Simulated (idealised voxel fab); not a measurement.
Presented below is a process module, voxel wiring stack.
In the cross-section labelled cut, the width is 170 nm and each square cell is 5 nm.
Reading order for cross-sections: top band down to bottom band. Underlying form: a grid of square cells. Band size: one or more rows of cells.
Quick guide to a band line: top height, bottom height (nm) up front; then every material left to right with its width in nm. Only one material and it's marked "throughout"? Then it fills the band edge to edge. And "blank" just means empty space.
Convention: height 0 is the level below which the wafer, as received, is all one material. The lowest band does not terminate at the bottom but continues downward, represented as "from 0 down".
Width spec "30 to 40" -> top row of cells at first value, bottom row at second value, equal per-row change in between.
Key: "nothing was modified" - step with no changed cell in the cross-section.
The entry "Closed internal cavities" lists the empty spaces that cover at least 8 cells and have no open path to the top. Each is written as width x height at distance, where the distance is measured from the left edge and all three values are in nm.
On each step's line, the part that comes after the settings is the simulator's own comment on the step.
The "overlay nm" setting may appear on a step's line; for a step that uses a mask, it gives how far to the right of its planned position the mask lay, and a negative value indicates the left.
Read the rest as pairs. Take the cross-section before one process step, then the cross-section after it, which shows only down to the lowest band that changed. Under the pair, find the step between them and its settings. Bear in mind that pairs may come from different runs of this module on the same starting wafer: link a pair to the pair above it only where its entry headed "Ex-ante state" says to.

[Ex-ante state]
* from 160 to 155 = 35 TiN, 10 blank, 35 TiN, 10 blank, 35 TiN, 10 blank, 35 TiN
* from 155 to 140 = 30 SiO2, 5 TiN, 10 blank, 5 TiN, 25 SiO2, 5 TiN, 10 blank, 5 TiN, 25 SiO2, 5 TiN, 10 blank, 5 TiN, 30 SiO2
* from 140 to 135 = 30 SiO2, 5 TiN, 5 blank, 10 TiN, 25 SiO2, 20 TiN, 25 SiO2, 5 TiN, 5 blank, 10 TiN, 30 SiO2
* from 135 to 125 = 30 SiO2, 5 TiN, 5 blank, 5 TiN, 75 SiO2, 5 TiN, 5 blank, 5 TiN, 35 SiO2
* from 125 to 120 = 30 SiCN, 15 TiN, 75 SiCN, 15 TiN, 35 SiCN
* from 120 to 105 = 30 SiO2, 5 TiN, 10 Ru, 5 TiN, 25 SiO2, 5 TiN, 10 Ru, 5 TiN, 25 SiO2, 5 TiN, 10 Ru, 5 TiN, 30 SiO2
* from 105 to 100 = 30 SiO2, 5 TiN, 5 Ru, 10 TiN, 25 SiO2, 5 TiN, 5 Ru, 10 TiN, 25 SiO2, 5 TiN, 5 Ru, 10 TiN, 30 SiO2
* from 100 to 90 = 30 SiO2, 5 TiN, 5 Ru, 5 TiN, 30 SiO2, 5 TiN, 5 Ru, 5 TiN, 30 SiO2, 5 TiN, 5 Ru, 5 TiN, 35 SiO2
* from 90 to 85 = 30 SiCN, 15 TiN, 30 SiCN, 15 TiN, 30 SiCN, 15 TiN, 35 SiCN
* from 85 to 60 = 30 SiO2, 5 TiN, 10 Cu, 5 TiN, 25 SiO2, 5 TiN, 10 Cu, 5 TiN, 25 SiO2, 5 TiN, 10 Cu, 5 TiN, 30 SiO2
* from 60 to 55 = 30 SiCN, 20 TiN, 25 SiCN, 20 TiN, 25 SiCN, 20 TiN, 30 SiCN
* from 55 to 45 = 30 lowk, 15 Ru, 30 lowk, 15 Ru, 30 lowk, 15 Ru, 35 lowk
* from 45 to 40 = 30 SiCN, 15 Ru, 30 SiCN, 15 Ru, 30 SiCN, 15 Ru, 35 SiCN
* from 40 to 35 = 30 SiCN, 20 TiN, 25 SiCN, 20 TiN, 25 SiCN, 20 TiN, 30 SiCN
* from 35 to 15 = W throughout
* from 15 to 0 = SiO2 throughout
* from 0 down = Si throughout
* Closed internal cavities: none

[Resulting Structure]
* from 165 to 160 = Ru throughout
* from 160 to 155 = 35 TiN, 10 Ru, 35 TiN, 10 Ru, 35 TiN, 10 Ru, 35 TiN
* from 155 to 140 = 30 SiO2, 5 TiN, 10 Ru, 5 TiN, 25 SiO2, 5 TiN, 10 Ru, 5 TiN, 25 SiO2, 5 TiN, 10 Ru, 5 TiN, 30 SiO2
* from 140 to 135 = 30 SiO2, 5 TiN, 5 Ru, 10 TiN, 25 SiO2, 20 TiN, 25 SiO2, 5 TiN, 5 Ru, 10 TiN, 30 SiO2
* from 135 to 125 = 30 SiO2, 5 TiN, 5 Ru, 5 TiN, 75 SiO2, 5 TiN, 5 Ru, 5 TiN, 35 SiO2
* All layers under 125 are left as they were.
* Closed internal cavities: none
Name the step between the before and after sections above: FILL_DEP (material Ru; thk nm 5)

Ex-ante state: the pre-step structure is the one depicted after the step in the pair just above.

[Resulting Structure]
* from 155 to 140 = 30 SiO2, 5 TiN, 10 Ru, 5 TiN, 25 SiO2, 5 TiN, 10 Ru, 5 TiN, 25 SiO2, 5 TiN, 10 Ru, 5 TiN, 30 SiO2
* All layers under 140 are left as they were.
* Closed internal cavities: none
Name the step between the before and after sections above: CMP (height nm 155)

Ex-ante state: the pre-step structure is the one depicted after the step in the pair just above.

[Resulting Structure]
* from 160 to 155 = SiN throughout
* All layers under 155 are left as they were.
* Closed internal cavities: none
Name the step between the before and after sections above: CONFORMAL_DEP (material SiN; thk nm 5)

[Ex-ante state]
* from 55 to 45 = lowk throughout
* from 45 to 40 = 25 lowk, 30 SiCN, 15 lowk, 30 SiCN, 15 lowk, 30 SiCN, 25 lowk
* from 40 to 20 = 25 lowk, 5 SiCN, 20 W, 5 SiCN, 15 lowk, 5 SiCN, 20 W, 5 SiCN, 15 lowk, 5 SiCN, 20 W, 5 SiCN, 25 lowk
* from 20 to 15 = 30 SiCN, 20 TiN, 25 SiCN, 20 TiN, 25 SiCN, 20 TiN, 30 SiCN
* from 15 to 0 = SiO2 throughout
* from 0 down = Si throughout
* Closed internal cavities: none

[Resulting Structure]
* from 50 to 45 = lowk throughout
* All layers under 45 are left as they were.
* Closed internal cavities: none
Name the step between the before and after sections above: CMP (height nm 50)

Ex-ante state: the pre-step structure is the one depicted after the step in the pair just above.

[Resulting Structure]
* from 55 to 50 = SiCN throughout
* All layers under 50 are left as they were.
* Closed internal cavities: none
Name the step between the before and after sections above: CONFORMAL_DEP (material SiCN; thk nm 5)

Ex-ante state: the pre-step structure is the one depicted after the step in the pair just above.

[Resulting Structure]
* from 65 to 55 = lowk throughout
* All layers under 55 are left as they were.
* Closed internal cavities: none
Name the step between the before and after sections above: DIRECTIONAL_DEP (material lowk; thk nm 10)

Ex-ante state: the pre-step structure is the one depicted after the step in the pair just above.

[Resulting Structure]
* from 75 to 65 = aC throughout
* All layers under 65 are left as they were.
* Closed internal cavities: none
Name the step between the before and after sections above: DIRECTIONAL_DEP (material aC; thk nm 10)

Ex-ante state: the pre-step structure is the one depicted after the step in the pair just above.

[Resulting Structure]
* from 105 to 75 = 30 resist, 15 blank, 30 resist, 15 blank, 30 resist, 15 blank, 35 resist
* All layers under 75 are left as they were.
* Closed internal cavities: none
Name the step between the before and after sections above: PATTERN (tone open; mask id PLUG_1; material resist; width nm 15; pitch nm 45; thk nm 30; overlay nm 0)

Ex-ante state: the pre-step structure is the one depicted after the step in the pair just above.

[Resulting Structure]
* from 95 to 75 = 30 resist, 15 blank, 30 resist, 15 blank, 30 resist, 15 blank, 35 resist
* from 75 to 65 = 30 aC, 15 blank, 30 aC, 15 blank, 30 aC, 15 blank, 35 aC
* All layers under 65 are left as they were.
* Closed internal cavities: none
Name the step between the before and after sections above: DIRECTIONAL_ETCH (etch materials aC; depth nm 10)

Ex-ante state: the pre-step structure is the one depicted after the step in the pair just above.

[Resulting Structure]
* from 75 to 65 = 30 aC, 15 blank, 30 aC, 15 blank, 30 aC, 15 blank, 35 aC
* All layers under 65 are left as they were.
* Closed internal cavities: none
Name the step between the before and after sections above: STRIP (etch materials resist)

Ex-ante state: the pre-step structure is the one depicted after the step in the pair just above.

[Resulting Structure]
* from 75 to 65 = 30 aC, 15 blank, 30 aC, 15 blank, 30 aC, 15 blank, 35 aC
* from 65 to 55 = 30 lowk, 15 blank, 30 lowk, 15 blank, 30 lowk, 15 blank, 35 lowk
* All layers under 55 are left as they were.
* Closed internal cavities: none
Name the step between the before and after sections above: DIRECTIONAL_ETCH (etch materials lowk; depth nm 10)

Ex-ante state: the pre-step structure is the one depicted after the step in the pair just above.

[Resulting Structure]
* from 75 to 65 = 30 aC, 15 blank, 30 aC, 15 blank, 30 aC, 15 blank, 35 aC
* from 65 to 55 = 30 lowk, 15 blank, 30 lowk, 15 blank, 30 lowk, 15 blank, 35 lowk
* from 55 to 50 = 30 SiCN, 15 blank, 30 SiCN, 15 blank, 30 SiCN, 15 blank, 35 SiCN
* All layers under 50 are left as they were.
* Closed internal cavities: none
Name the step between the before and after sections above: DIRECTIONAL_ETCH (etch materials SiCN; depth nm 5)

Ex-ante state: the pre-step structure is the one depicted after the step in the pair just above.

[Resulting Structure]
* from 65 to 55 = 30 lowk, 15 blank, 30 lowk, 15 blank, 30 lowk, 15 blank, 35 lowk
* All layers under 55 are left as they were.
* Closed internal cavities: none
Name the step between the before and after sections above: STRIP (etch materials aC)

Ex-ante state: the pre-step structure is the one depicted after the step in the pair just above.

[Resulting Structure]
* from 70 to 65 = 35 SiCN, 5 blank, 40 SiCN, 5 blank, 40 SiCN, 5 blank, 40 SiCN
* from 65 to 55 = 30 lowk, 5 SiCN, 5 blank, 5 SiCN, 30 lowk, 5 SiCN, 5 blank, 5 SiCN, 30 lowk, 5 SiCN, 5 blank, 5 SiCN, 35 lowk
* from 55 to 50 = SiCN throughout
* All layers under 50 are left as they were.
* Closed internal cavities: none
Name the step between the before and after sections above: CONFORMAL_DEP (material SiCN; thk nm 5)

Ex-ante state: the pre-step structure is the one depicted after the step in the pair just above.

[Resulting Structure]
* from 95 to 80 = 35 SiO2, 5 blank, 40 SiO2, 5 blank, 40 SiO2, 5 blank, 40 SiO2
* from 80 to 70 = SiO2 throughout
* from 70 to 65 = 35 SiCN, 5 SiO2, 40 SiCN, 5 SiO2, 40 SiCN, 5 SiO2, 40 SiCN
* from 65 to 55 = 30 lowk, 5 SiCN, 5 SiO2, 5 SiCN, 30 lowk, 5 SiCN, 5 SiO2, 5 SiCN, 30 lowk, 5 SiCN, 5 SiO2, 5 SiCN, 35 lowk
* All layers under 55 are left as they were.
* Closed internal cavities: none
Name the step between the before and after sections above: DIRECTIONAL_DEP (material SiO2; thk nm 25)

Ex-ante state: the pre-step structure is the one depicted after the step in the pair just above.

[Resulting Structure]
* from 110 to 95 = 35 aC, 5 blank, 40 aC, 5 blank, 40 aC, 5 blank, 40 aC
* from 95 to 80 = 35 SiO2, 5 aC, 40 SiO2, 5 aC, 40 SiO2, 5 aC, 40 SiO2
* All layers under 80 are left as they were.
* Closed internal cavities: none
Name the step between the before and after sections above: DIRECTIONAL_DEP (material aC; thk nm 15)

Ex-ante state: the pre-step structure is the one depicted after the step in the pair just above.

[Resulting Structure]
* from 140 to 110 = 30 resist, 20 blank, 25 resist, 20 blank, 25 resist, 20 blank, 30 resist
* All layers under 110 are left as they were.
* Closed internal cavities: none
Name the step between the before and after sections above: PATTERN (tone open; mask id METAL_2; material resist; width nm 20; pitch nm 45; thk nm 30; overlay nm 0)

Ex-ante state: the pre-step structure is the one depicted after the step in the pair just above.

[Resulting Structure]
* from 125 to 110 = 30 resist, 20 blank, 25 resist, 20 blank, 25 resist, 20 blank, 30 resist
* from 110 to 95 = 30 aC, 20 blank, 25 aC, 20 blank, 25 aC, 20 blank, 30 aC
* from 95 to 80 = 35 SiO2, 5 blank, 40 SiO2, 5 blank, 40 SiO2, 5 blank, 40 SiO2
* All layers under 80 are left as they were.
* Closed internal cavities: none
Name the step between the before and after sections above: DIRECTIONAL_ETCH (etch materials aC; depth nm 15)

Ex-ante state: the pre-step structure is the one depicted after the step in the pair just above.

[Resulting Structure]
* from 110 to 95 = 30 aC, 20 blank, 25 aC, 20 blank, 25 aC, 20 blank, 30 aC
* All layers under 95 are left as they were.
* Closed internal cavities: none
Name the step between the before and after sections above: STRIP (etch materials resist)

Ex-ante state: the pre-step structure is the one depicted after the step in the pair just above.

[Resulting Structure]
* from 110 to 95 = 30 aC, 20 blank, 25 aC, 20 blank, 25 aC, 20 blank, 30 aC
* from 95 to 70 = 30 SiO2, 20 blank, 25 SiO2, 20 blank, 25 SiO2, 20 blank, 30 SiO2
* from 70 to 65 = 35 SiCN, 5 blank, 40 SiCN, 5 blank, 40 SiCN, 5 blank, 40 SiCN
* from 65 to 55 = 30 lowk, 5 SiCN, 5 blank, 5 SiCN, 30 lowk, 5 SiCN, 5 blank, 5 SiCN, 30 lowk, 5 SiCN, 5 blank, 5 SiCN, 35 lowk
* All layers under 55 are left as they were.
* Closed internal cavities: none
Name the step between the before and after sections above: DIRECTIONAL_ETCH (etch materials SiO2; depth nm 25)

Ex-ante state: the pre-step structure is the one depicted after the step in the pair just above.

[Resulting Structure]
* from 110 to 95 = 30 aC, 20 blank, 25 aC, 20 blank, 25 aC, 20 blank, 30 aC
* from 95 to 70 = 30 SiO2, 20 blank, 25 SiO2, 20 blank, 25 SiO2, 20 blank, 30 SiO2
* from 70 to 65 = 30 SiCN, 20 blank, 25 SiCN, 20 blank, 25 SiCN, 20 blank, 30 SiCN
* from 65 to 55 = 30 lowk, 5 SiCN, 5 blank, 5 SiCN, 30 lowk, 5 SiCN, 5 blank, 5 SiCN, 30 lowk, 5 SiCN, 5 blank, 5 SiCN, 35 lowk
* from 55 to 50 = 35 SiCN, 5 blank, 40 SiCN, 5 blank, 40 SiCN, 5 blank, 40 SiCN
* All layers under 50 are left as they were.
* Closed internal cavities: none
Name the step between the before and after sections above: DIRECTIONAL_ETCH (etch materials SiCN; depth nm 5)

Ex-ante state: the pre-step structure is the one depicted after the step in the pair just above.

[Resulting Structure]
* from 95 to 70 = 30 SiO2, 20 blank, 25 SiO2, 20 blank, 25 SiO2, 20 blank, 30 SiO2
* All layers under 70 are left as they were.
* Closed internal cavities: none
Name the step between the before and after sections above: STRIP (etch materials aC)

Ex-ante state: the pre-step structure is the one depicted after the step in the pair just above.

[Resulting Structure]
* from 100 to 95 = 35 TiN, 10 blank, 35 TiN, 10 blank, 35 TiN, 10 blank, 35 TiN
* from 95 to 70 = 30 SiO2, 5 TiN, 10 blank, 5 TiN, 25 SiO2, 5 TiN, 10 blank, 5 TiN, 25 SiO2, 5 TiN, 10 blank, 5 TiN, 30 SiO2
* from 70 to 65 = 30 SiCN, 20 TiN, 25 SiCN, 20 TiN, 25 SiCN, 20 TiN, 30 SiCN
* from 65 to 55 = 30 lowk, 5 SiCN, 5 TiN, 5 SiCN, 30 lowk, 5 SiCN, 5 TiN, 5 SiCN, 30 lowk, 5 SiCN, 5 TiN, 5 SiCN, 35 lowk
* from 55 to 50 = 35 SiCN, 5 TiN, 40 SiCN, 5 TiN, 40 SiCN, 5 TiN, 40 SiCN
* All layers under 50 are left as they were.
* Closed internal cavities: none
Name the step between the before and after sections above: CONFORMAL_DEP (material TiN; thk nm 5)

Ex-ante state: the pre-step structure is the one depicted after the step in the pair just above.

[Resulting Structure]
* from 110 to 100 = Cu throughout
* from 100 to 95 = 35 TiN, 10 Cu, 35 TiN, 10 Cu, 35 TiN, 10 Cu, 35 TiN
* from 95 to 70 = 30 SiO2, 5 TiN, 10 Cu, 5 TiN, 25 SiO2, 5 TiN, 10 Cu, 5 TiN, 25 SiO2, 5 TiN, 10 Cu, 5 TiN, 30 SiO2
* All layers under 70 are left as they were.
* Closed internal cavities: none
Name the step between the before and after sections above: FILL_DEP (material Cu; thk nm 10)

Ex-ante state: the pre-step structure is the one depicted after the step in the pair just above.

[Resulting Structure]
* from 85 to 70 = 30 SiO2, 5 TiN, 10 Cu, 5 TiN, 25 SiO2, 5 TiN, 10 Cu, 5 TiN, 25 SiO2, 5 TiN, 10 Cu, 5 TiN, 30 SiO2
* All layers under 70 are left as they were.
* Closed internal cavities: none
Name the step between the before and after sections above: CMP (height nm 85)

Ex-ante state: the pre-step structure is the one depicted after the step in the pair just above.

[Resulting Structure]
* from 90 to 85 = SiCN throughout
* All layers under 85 are left as they were.
* Closed internal cavities: none
Name the step between the before and after sections above: CONFORMAL_DEP (material SiCN; thk nm 5)

Ex-ante state: the pre-step structure is the one depicted after the step in the pair just above.

[Resulting Structure]
* from 120 to 90 = SiO2 throughout
* All layers under 90 are left as they were.
* Closed internal cavities: none
Name the step between the before and after sections above: DIRECTIONAL_DEP (material SiO2; thk nm 30)

Ex-ante state: the pre-step structure is the one depicted after the step in the pair just above.

[Resulting Structure]
* from 120 to 90 = 30 SiO2, 15 blank, 30 SiO2, 15 blank, 30 SiO2, 15 blank, 35 SiO2
* All layers under 90 are left as they were.
* Closed internal cavities: none
Name the step between the before and after sections above: MASKED_ETCH (tone open; mask id METAL_3_HOLES; width nm 15; pitch nm 45; etch materials SiO2; depth nm 30; overlay nm 0)

Ex-ante state: the pre-step structure is the one depicted after the step in the pair just above.

[Resulting Structure]
* from 120 to 100 = 30 SiO2, 20 blank, 25 SiO2, 20 blank, 25 SiO2, 20 blank, 30 SiO2
* All layers under 100 are left as they were.
* Closed internal cavities: none
Name the step between the before and after sections above: MASKED_ETCH (tone open; mask id METAL_3; width nm 20; pitch nm 45; etch materials SiO2; depth nm 20; overlay nm 0)

Ex-ante state: the pre-step structure is the one depicted after the step in the pair just above.

[Resulting Structure]
* from 120 to 100 = 30 SiO2, 20 blank, 25 SiO2, 20 blank, 25 SiO2, 20 blank, 30 SiO2
* from 100 to 90 = 30 SiO2, 15 blank, 30 SiO2, 15 blank, 30 SiO2, 15 blank, 35 SiO2
* from 90 to 85 = 30 SiCN, 15 blank, 30 SiCN, 15 blank, 30 SiCN, 15 blank, 35 SiCN
* All layers under 85 are left as they were.
* Closed internal cavities: none
Name the step between the before and after sections above: MASKED_ETCH (tone open; mask id METAL_3; width nm 20; pitch nm 45; etch materials SiCN; depth nm 5; overlay nm 0)

Ex-ante state: the pre-step structure is the one depicted after the step in the pair just above.

[Resulting Structure]
* from 125 to 120 = 35 TiN, 10 blank, 35 TiN, 10 blank, 35 TiN, 10 blank, 35 TiN
* from 120 to 105 = 30 SiO2, 5 TiN, 10 blank, 5 TiN, 25 SiO2, 5 TiN, 10 blank, 5 TiN, 25 SiO2, 5 TiN, 10 blank, 5 TiN, 30 SiO2
* from 105 to 100 = 30 SiO2, 5 TiN, 5 blank, 10 TiN, 25 SiO2, 5 TiN, 5 blank, 10 TiN, 25 SiO2, 5 TiN, 5 blank, 10 TiN, 30 SiO2
* from 100 to 90 = 30 SiO2, 5 TiN, 5 blank, 5 TiN, 30 SiO2, 5 TiN, 5 blank, 5 TiN, 30 SiO2, 5 TiN, 5 blank, 5 TiN, 35 SiO2
* from 90 to 85 = 30 SiCN, 15 TiN, 30 SiCN, 15 TiN, 30 SiCN, 15 TiN, 35 SiCN
* All layers under 85 are left as they were.
* Closed internal cavities: none
Name the step between the before and after sections above: CONFORMAL_DEP (material TiN; thk nm 5)

Ex-ante state: the pre-step structure is the one depicted after the step in the pair just above.

[Resulting Structure]
* from 130 to 125 = Ru throughout
* from 125 to 120 = 35 TiN, 10 Ru, 35 TiN, 10 Ru, 35 TiN, 10 Ru, 35 TiN
* from 120 to 105 = 30 SiO2, 5 TiN, 10 Ru, 5 TiN, 25 SiO2, 5 TiN, 10 Ru, 5 TiN, 25 SiO2, 5 TiN, 10 Ru, 5 TiN, 30 SiO2
* from 105 to 100 = 30 SiO2, 5 TiN, 5 Ru, 10 TiN, 25 SiO2, 5 TiN, 5 Ru, 10 TiN, 25 SiO2, 5 TiN, 5 Ru, 10 TiN, 30 SiO2
* from 100 to 90 = 30 SiO2, 5 TiN, 5 Ru, 5 TiN, 30 SiO2, 5 TiN, 5 Ru, 5 TiN, 30 SiO2, 5 TiN, 5 Ru, 5 TiN, 35 SiO2
* All layers under 90 are left as they were.
* Closed internal cavities: none
Name the step between the before and after sections above: FILL_DEP (material Ru; thk nm 5)

Ex-ante state: the pre-step structure is the one depicted after the step in the pair just above.

[Resulting Structure]
* from 120 to 105 = 30 SiO2, 5 TiN, 10 Ru, 5 TiN, 25 SiO2, 5 TiN, 10 Ru, 5 TiN, 25 SiO2, 5 TiN, 10 Ru, 5 TiN, 30 SiO2
* All layers under 105 are left as they were.
* Closed internal cavities: none
Name the step between the before and after sections above: CMP (height nm 120)

Ex-ante state: the pre-step structure is the one depicted after the step in the pair just above.

[Resulting Structure]
* from 125 to 120 = SiCN throughout
* All layers under 120 are left as they were.
* Closed internal cavities: none
Name the step between the before and after sections above: CONFORMAL_DEP (material SiCN; thk nm 5)

Ex-ante state: the pre-step structure is the one depicted after the step in the pair just above.

[Resulting Structure]
* from 155 to 125 = SiO2 throughout
* All layers under 125 are left as they were.
* Closed internal cavities: none
Name the step between the before and after sections above: DIRECTIONAL_DEP (material SiO2; thk nm 30)

Ex-ante state: the pre-step structure is the one depicted after the step in the pair just above.

[Resulting Structure]
* from 155 to 125 = 30 SiO2, 15 blank, 75 SiO2, 15 blank, 35 SiO2
* All layers under 125 are left as they were.
* Closed internal cavities: none
Name the step between the before and after sections above: MASKED_ETCH (tone open; mask id METAL_4_HOLES; width nm 15; pitch nm 90; etch materials SiO2; depth nm 30; overlay nm 0)

Ex-ante state: the pre-step structure is the one depicted after the step in the pair just above.

[Resulting Structure]
* from 155 to 135 = 30 SiO2, 20 blank, 25 SiO2, 20 blank, 25 SiO2, 20 blank, 30 SiO2
* All layers under 135 are left as they were.
* Closed internal cavities: none
Name the step between the before and after sections above: MASKED_ETCH (tone open; mask id METAL_4; width nm 20; pitch nm 45; etch materials SiO2; depth nm 20; overlay nm 0)

Ex-ante state: the pre-step structure is the one depicted after the step in the pair just above.

[Resulting Structure]
* from 155 to 135 = 30 SiO2, 20 blank, 25 SiO2, 20 blank, 25 SiO2, 20 blank, 30 SiO2
* from 135 to 125 = 30 SiO2, 15 blank, 75 SiO2, 15 blank, 35 SiO2
* from 125 to 120 = 30 SiCN, 15 blank, 75 SiCN, 15 blank, 35 SiCN
* All layers under 120 are left as they were.
* Closed internal cavities: none
Name the step between the before and after sections above: MASKED_ETCH (tone open; mask id METAL_4; width nm 20; pitch nm 45; etch materials SiCN; depth nm 5; overlay nm 0)

Ex-ante state: the pre-step structure is the one depicted after the step in the pair just above.

[Resulting Structure]
* from 160 to 155 = 35 TiN, 10 blank, 35 TiN, 10 blank, 35 TiN, 10 blank, 35 TiN
* from 155 to 140 = 30 SiO2, 5 TiN, 10 blank, 5 TiN, 25 SiO2, 5 TiN, 10 blank, 5 TiN, 25 SiO2, 5 TiN, 10 blank, 5 TiN, 30 SiO2
* from 140 to 135 = 30 SiO2, 5 TiN, 5 blank, 10 TiN, 25 SiO2, 20 TiN, 25 SiO2, 5 TiN, 5 blank, 10 TiN, 30 SiO2
* from 135 to 125 = 30 SiO2, 5 TiN, 5 blank, 5 TiN, 75 SiO2, 5 TiN, 5 blank, 5 TiN, 35 SiO2
* from 125 to 120 = 30 SiCN, 15 TiN, 75 SiCN, 15 TiN, 35 SiCN
* All layers under 120 are left as they were.
* Closed internal cavities: none
Name the step between the before and after sections above: CONFORMAL_DEP (material TiN; thk nm 5)

Ex-ante state: the pre-step structure is the one depicted after the step in the pair just above.

[Resulting Structure]
* from 165 to 160 = Ru throughout
* from 160 to 155 = 35 TiN, 10 Ru, 35 TiN, 10 Ru, 35 TiN, 10 Ru, 35 TiN
* from 155 to 140 = 30 SiO2, 5 TiN, 10 Ru, 5 TiN, 25 SiO2, 5 TiN, 10 Ru, 5 TiN, 25 SiO2, 5 TiN, 10 Ru, 5 TiN, 30 SiO2
* from 140 to 135 = 30 SiO2, 5 TiN, 5 Ru, 10 TiN, 25 SiO2, 20 TiN, 25 SiO2, 5 TiN, 5 Ru, 10 TiN, 30 SiO2
* from 135 to 125 = 30 SiO2, 5 TiN, 5 Ru, 5 TiN, 75 SiO2, 5 TiN, 5 Ru, 5 TiN, 35 SiO2
* All layers under 125 are left as they were.
* Closed internal cavities: none
Name the step between the before and after sections above: FILL_DEP (material Ru; thk nm 5)

Ex-ante state: the pre-step structure is the one depicted after the step in the pair just above.

[Resulting Structure]
* from 155 to 140 = 30 SiO2, 5 TiN, 10 Ru, 5 TiN, 25 SiO2, 5 TiN, 10 Ru, 5 TiN, 25 SiO2, 5 TiN, 10 Ru, 5 TiN, 30 SiO2
* All layers under 140 are left as they were.
* Closed internal cavities: none
Name the step between the before and after sections above: CMP (height nm 155)

Ex-ante state: the pre-step structure is the one depicted after the step in the pair just above.

[Resulting Structure]
* from 160 to 155 = SiN throughout
* All layers under 155 are left as they were.
* Closed internal cavities: none
Name the step between the before and after sections above: CONFORMAL_DEP (material SiN; thk nm 5)

[Ex-ante state]
* from 65 to 55 = aC throughout
* from 55 to 45 = lowk throughout
* from 45 to 40 = SiCN throughout
* from 40 to 20 = 25 lowk, 5 SiCN, 20 W, 5 SiCN, 15 lowk, 5 SiCN, 20 W, 5 SiCN, 15 lowk, 5 SiCN, 20 W, 5 SiCN, 25 lowk
* from 20 to 15 = 30 SiCN, 20 TiN, 25 SiCN, 20 TiN, 25 SiCN, 20 TiN, 30 SiCN
* from 15 to 0 = SiO2 throughout
* from 0 down = Si throughout
* Closed internal cavities: none

[Resulting Structure]
* from 95 to 65 = 25 resist, 25 blank, 20 resist, 25 blank, 20 resist, 25 blank, 30 resist
* All layers under 65 are left as they were.
* Closed internal cavities: none
Name the step between the before and after sections above: PATTERN (tone open; mask id PLUG_1; material resist; width nm 25; pitch nm 45; thk nm 30; overlay nm 0)

Ex-ante state: the pre-step structure is the one depicted after the step in the pair just above.

[Resulting Structure]
* from 85 to 65 = 25 resist, 25 blank, 20 resist, 25 blank, 20 resist, 25 blank, 30 resist
* from 65 to 55 = 25 aC, 25 blank, 20 aC, 25 blank, 20 aC, 25 blank, 30 aC
* All layers under 55 are left as they were.
* Closed internal cavities: none
Name the step between the before and after sections above: DIRECTIONAL_ETCH (etch materials aC; depth nm 10)

Ex-ante state: the pre-step structure is the one depicted after the step in the pair just above.

[Resulting Structure]
* from 65 to 55 = 25 aC, 25 blank, 20 aC, 25 blank, 20 aC, 25 blank, 30 aC
* All layers under 55 are left as they were.
* Closed internal cavities: none
Name the step between the before and after sections above: STRIP (etch materials resist)

Ex-ante state: the pre-step structure is the one depicted after the step in the pair just above.

[Resulting Structure]
* from 65 to 55 = 25 aC, 25 blank, 20 aC, 25 blank, 20 aC, 25 blank, 30 aC
* from 55 to 45 = 25 lowk, 25 blank, 20 lowk, 25 blank, 20 lowk, 25 blank, 30 lowk
* All layers under 45 are left as they were.
* Closed internal cavities: none
Name the step between the before and after sections above: DIRECTIONAL_ETCH (etch materials lowk; depth nm 10)

Ex-ante state: the pre-step structure is the one depicted after the step in the pair just above.

[Resulting Structure]
* from 65 to 55 = 25 aC, 25 blank, 20 aC, 25 blank, 20 aC, 25 blank, 30 aC
* from 55 to 45 = 25 lowk, 25 blank, 20 lowk, 25 blank, 20 lowk, 25 blank, 30 lowk
* from 45 to 40 = 25 SiCN, 25 blank, 20 SiCN, 25 blank, 20 SiCN, 25 blank, 30 SiCN
* All layers under 40 are left as they were.
* Closed internal cavities: none
Name the step between the before and after sections above: DIRECTIONAL_ETCH (etch materials SiCN; depth nm 5)

Ex-ante state: the pre-step structure is the one depicted after the step in the pair just above.

[Resulting Structure]
* from 55 to 45 = 25 lowk, 25 blank, 20 lowk, 25 blank, 20 lowk, 25 blank, 30 lowk
* All layers under 45 are left as they were.
* Closed internal cavities: none
Name the step between the before and after sections above: STRIP (etch materials aC)

Ex-ante state: the pre-step structure is the one depicted after the step in the pair just above.

[Resulting Structure]
* from 55 to 50 = 25 lowk, 25 blank, 20 lowk, 25 blank, 20 lowk, 25 blank, 30 lowk
* from 50 to 45 = 25 lowk, 25 Ru, 20 lowk, 25 Ru, 20 lowk, 25 Ru, 30 lowk
* from 45 to 40 = 25 SiCN, 25 Ru, 20 SiCN, 25 Ru, 20 SiCN, 25 Ru, 30 SiCN
* All layers under 40 are left as they were.
* Closed internal cavities: none
Name the step between the before and after sections above: EPI (material Ru; thk nm 10)

Ex-ante state: the pre-step structure is the one depicted after the step in the pair just above.

[Resulting Structure]
* from 55 to 45 = 25 lowk, 25 Ru, 20 lowk, 25 Ru, 20 lowk, 25 Ru, 30 lowk
* All layers under 45 are left as they were.
* Closed internal cavities: none
Name the step between the before and after sections above: EPI (material Ru; thk nm 5)

Ex-ante state: the pre-step structure is the one depicted after the step in the pair just above.

[Resulting Structure]
* from 60 to 55 = SiCN throughout
* All layers under 55 are left as they were.
* Closed internal cavities: none
Name the step between the before and after sections above: CONFORMAL_DEP (material SiCN; thk nm 5)

Ex-ante state: the pre-step structure is the one depicted after the step in the pair just above.

[Resulting Structure]
* from 85 to 60 = SiO2 throughout
* All layers under 60 are left as they were.
* Closed internal cavities: none
Name the step between the before and after sections above: DIRECTIONAL_DEP (material SiO2; thk nm 25)

Ex-ante state: the pre-step structure is the one depicted after the step in the pair just above.

[Resulting Structure]
* from 100 to 85 = aC throughout
* All layers under 85 are left as they were.
* Closed internal cavities: none
Name the step between the before and after sections above: DIRECTIONAL_DEP (material aC; thk nm 15)

Ex-ante state: the pre-step structure is the one depicted after the step in the pair just above.

[Resulting Structure]
* from 130 to 100 = 30 resist, 20 blank, 25 resist, 20 blank, 25 resist, 20 blank, 30 resist
* All layers under 100 are left as they were.
* Closed internal cavities: none
Name the step between the before and after sections above: PATTERN (tone open; mask id METAL_2; material resist; width nm 20; pitch nm 45; thk nm 30; overlay nm 0)

Ex-ante state: the pre-step structure is the one depicted after the step in the pair just above.

[Resulting Structure]
* from 115 to 100 = 30 resist, 20 blank, 25 resist, 20 blank, 25 resist, 20 blank, 30 resist
* from 100 to 85 = 30 aC, 20 blank, 25 aC, 20 blank, 25 aC, 20 blank, 30 aC
* All layers under 85 are left as they were.
* Closed internal cavities: none
Name the step between the before and after sections above: DIRECTIONAL_ETCH (etch materials aC; depth nm 15)

Ex-ante state: the pre-step structure is the one depicted after the step in the pair just above.

[Resulting Structure]
* from 100 to 85 = 30 aC, 20 blank, 25 aC, 20 blank, 25 aC, 20 blank, 30 aC
* All layers under 85 are left as they were.
* Closed internal cavities: none
Name the step between the before and after sections above: STRIP (etch materials resist)
